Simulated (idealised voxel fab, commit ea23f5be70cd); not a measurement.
Module name: voxel air gaps (process module)
The width of the displayed cross-section, cut, is 190 nm; its cells are square, with a size of 5 nm.
In this document a cross-section is written as a grid of square cells. It is given as a series of bands, listed from the top down, and a band is one or more rows of cells. Look at the band entry: it leads with the top's height and the bottom's height in nm. Then it lists the materials left to right, with a width in nm for each. The word "full width" on a single material says that material fills the band edge to edge. The word "empty" is empty space. Counting heights begins at 0, where everything beneath is, in the wafer as received, one material. The lowest band has no bottom; it goes on downwards, as "from 0 down" shows. Quick explanation for "30..40": the width changes in equal steps down the rows of cells, from the first number in the band's top row to the second number in its bottom row. Where a step carries "remains unaltered", the cross-section came out of it unchanged, cell for cell. Enclosed voids (no open way to top), threshold 8 cells or more, entry "Entrapped voids", notation width x height at distance, distance from left edge, nm. What comes after the settings on a step's line is commentary from the simulator itself on that step. If you see "overlay nm" on a step's line and that step has a mask, it's telling you how far right of where it was planned the mask ended up; a negative number means it went left instead.
### Listed below are the process steps as planned
1: op RECEIVE | material Si
2: op CONFORMAL_DEP | material SiO2 | thk nm 15
3: op CONFORMAL_DEP | material SiCN | thk nm 5
4: op DIRECTIONAL_DEP | material lowk | thk nm 35
5: op DIRECTIONAL_DEP | material aC | thk nm 15
6: op PATTERN | tone open | mask id LINES | material resist | width nm 15 | pitch nm 45 | thk nm 30 | overlay nm 0
7: op DIRECTIONAL_ETCH | etch materials aC | depth nm 15
8: op STRIP | etch materials resist
9: op DIRECTIONAL_ETCH | etch materials lowk | depth nm 35
10: op STRIP | etch materials aC
11: op CONFORMAL_DEP | material TiN | thk nm 5
12: op FILL_DEP | material Cu | thk nm 10
13: op CMP | height nm 55
14: op EPI | material Ru | thk nm 10
15: op SELECTIVE_ETCH | etch materials lowk | depth nm 45
16: op CONFORMAL_DEP | material SiCN | thk nm 5
### Shown in cross-section is the wafer as received, that is, as it stands after step 1
> from 0 down  Si full width
> Entrapped voids: none
### Looking at the first of two wafers in cross-section at end of module - ran to plan
> from 70 to 65  empty (25); SiCN (135); empty (30)
> from 65 to 55  empty (25); SiCN (5); Ru (35); SiCN (10); Ru (35); SiCN (10); Ru (35); SiCN (5); empty (30)
> from 55 to 50  empty (25); SiCN (15); TiN (5); Cu (5); TiN (5); SiCN (30); TiN (5); Cu (5); TiN (5); SiCN (30); TiN (5); Cu (5); TiN (5); SiCN (15); empty (30)
> from 50 to 25  empty (35); SiCN (5); TiN (5); Cu (5); TiN (5); SiCN (5); empty (20); SiCN (5); TiN (5); Cu (5); TiN (5); SiCN (5); empty (20); SiCN (5); TiN (5); Cu (5); TiN (5); SiCN (5); empty (40)
> from 25 to 20  SiCN (40); TiN (15); SiCN (30); TiN (15); SiCN (30); TiN (15); SiCN (45)
> from 20 to 15  SiCN full width
> from 15 to 0  SiO2 full width
> from 0 down  Si full width
> Entrapped voids: 20 x 25 at 60; 20 x 25 at 105
### Second of two wafers, module complete, sectioned: it shares the first wafer's start and plan but was run with one mistake
> from 70 to 65  SiCN full width
> from 65 to 55  Ru full width
> from 55 to 25  Cu (35); TiN (5); lowk (15); TiN (5); Cu (20); TiN (5); lowk (15); TiN (5); Cu (20); TiN (5); lowk (15); TiN (5); Cu (40)
> from 25 to 20  TiN (40); lowk (15); TiN (30); lowk (15); TiN (30); lowk (15); TiN (45)
> from 20 to 15  SiCN full width
> from 15 to 0  SiO2 full width
> from 0 down  Si full width
> Entrapped voids: none
What broke from the plan during processing? step 6, actual vs plan mismatch, actual run op PATTERN | tone cover | mask id LINES | material resist | width nm 15 | pitch nm 45 | thk nm 30 | overlay nm 0
In the final state, the cell counts of the second wafer exceed or fall short of those of the first for the following materials: 120 more of Cu; 34 more of Ru; 78 fewer of SiCN; 20 more of TiN; 63 more of lowk
Closed void count at end of process - first wafer: 2; second wafer: 0.
